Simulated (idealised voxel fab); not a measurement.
voxel self aligned contacts: a process module
Section cut is 170 nm wide and gridded with 5 nm square cells.
In what follows, cross-sections appear as grids of square cells, described through bands that run from the top down, where every band is one or more rows of cells. Each band's line starts with the height of the band's top and of its bottom, in nm. Then come its materials from left to right, each with its width in nm. One material with "throughout" fills the band from edge to edge. "blank" is empty space. Heights are expressed relative to 0, this being the level below which the as-received wafer comprises one material exclusively. The lowest band is unbounded in the downward direction and is denoted as in "0 nm and below". Note: "30..40" means the width goes from the first number (top row of the band) to the second number (bottom row) in equal steps per row of cells. Basically "stayed the same" means that step didn't change any cell in the cross-section. For the entry "Cavities, closed", the listed items are empty spaces with no open way to the top whose size is 8 cells or more; each item follows the pattern width x height at distance, where distance is from the left edge and all three are in nm. That trailing text on a step's line, after the settings, is the simulator's own remark on the step. Among the settings permitted on a step's line is "overlay nm"; applied to a step with a mask, it specifies the extent to which the mask lay to the right of its planned position, whereas a negative figure signifies a position to the left.
[List of planned process steps]
1: RECEIVE,material Si
2: OXIDIZE,depth nm 5
3: DIRECTIONAL_DEP,material polySi,thk nm 30
4: DIRECTIONAL_DEP,material SiN,thk nm 20
5: DIRECTIONAL_DEP,material aC,thk nm 15
6: PATTERN,tone cover,mask id GATE,material resist,width nm 35,pitch nm 60,thk nm 35,overlay nm 0
7: DIRECTIONAL_ETCH,etch materials aC,depth nm 15
8: STRIP,etch materials resist
9: DIRECTIONAL_ETCH,etch materials SiN,depth nm 20
10: DIRECTIONAL_ETCH,etch materials polySi,depth nm 30
11: STRIP,etch materials aC
12: CONFORMAL_DEP,material SiN,thk nm 5
13: DIRECTIONAL_ETCH,etch materials SiN,depth nm 5
14: FILL_DEP,material SiO2,thk nm 10
15: CMP,height nm 55
16: MASKED_ETCH,tone open,mask id CONTACT,width nm 35,etch materials SiO2,depth nm 60,overlay nm 0
17: CONFORMAL_DEP,material TiN,thk nm 5
18: FILL_DEP,material W,thk nm 10
19: CMP,height nm 55
20: CONFORMAL_DEP,material SiN,thk nm 5
Wafers differ in width nm at step 16; plan lists the first wafer's value; identical starting state.
[As-received state after step 1, first of several wafers, cross-section]
> 0 nm and below | Si throughout
> Cavities, closed: none
[At the end of the module, after its last step, step 20, the first of several wafers appears in cross-section as follows]
> 60 nm to 55 nm | SiN throughout
> 55 nm to 50 nm | SiO2: 65  TiN: 15  W: 5  TiN: 15  SiO2: 70
> 50 nm to 30 nm | SiO2: 30  SiN: 45  TiN: 5  W: 5  TiN: 5  SiN: 45  SiO2: 35
> 30 nm to 0 nm | SiO2: 30  SiN: 5  polySi: 35  SiN: 5  TiN: 5  W: 5  TiN: 5  SiN: 5  polySi: 35  SiN: 5  SiO2: 35
> 0 nm to -5 nm | SiO2: 75  TiN: 15  SiO2: 80
> -5 nm and below | Si throughout
> Cavities, closed: none
[The last wafer as seen in cross-section at the end of the module]
> 60 nm to 55 nm | SiN throughout
> 55 nm to 50 nm | SiO2: 55  TiN: 25  W: 5  TiN: 30  SiO2: 55
> 50 nm to 30 nm | SiO2: 30  SiN: 45  TiN: 5  W: 5  TiN: 5  SiN: 45  SiO2: 35
> 30 nm to 0 nm | SiO2: 30  SiN: 5  polySi: 35  SiN: 5  TiN: 5  W: 5  TiN: 5  SiN: 5  polySi: 35  SiN: 5  SiO2: 35
> 0 nm to -5 nm | SiO2: 75  TiN: 15  SiO2: 80
> -5 nm and below | Si throughout
> Cavities, closed: none
[Table: wafers, a row each; end-of-module cell change per material since receipt, gain (+), loss (-); then closed voids]
width nm 35 | -34 Si | +130 SiN | +188 SiO2 | +29 TiN | +11 W | +84 polySi | Cavities, closed: none
width nm 40 | -34 Si | +130 SiN | +187 SiO2 | +30 TiN | +11 W | +84 polySi | Cavities, closed: none
width nm 45 | -34 Si | +130 SiN | +186 SiO2 | +31 TiN | +11 W | +84 polySi | Cavities, closed: none
width nm 50 | -34 Si | +130 SiN | +185 SiO2 | +32 TiN | +11 W | +84 polySi | Cavities, closed: none
width nm 55 | -34 Si | +130 SiN | +184 SiO2 | +33 TiN | +11 W | +84 polySi | Cavities, closed: none
width nm 60 | -34 Si | +130 SiN | +183 SiO2 | +34 TiN | +11 W | +84 polySi | Cavities, closed: none
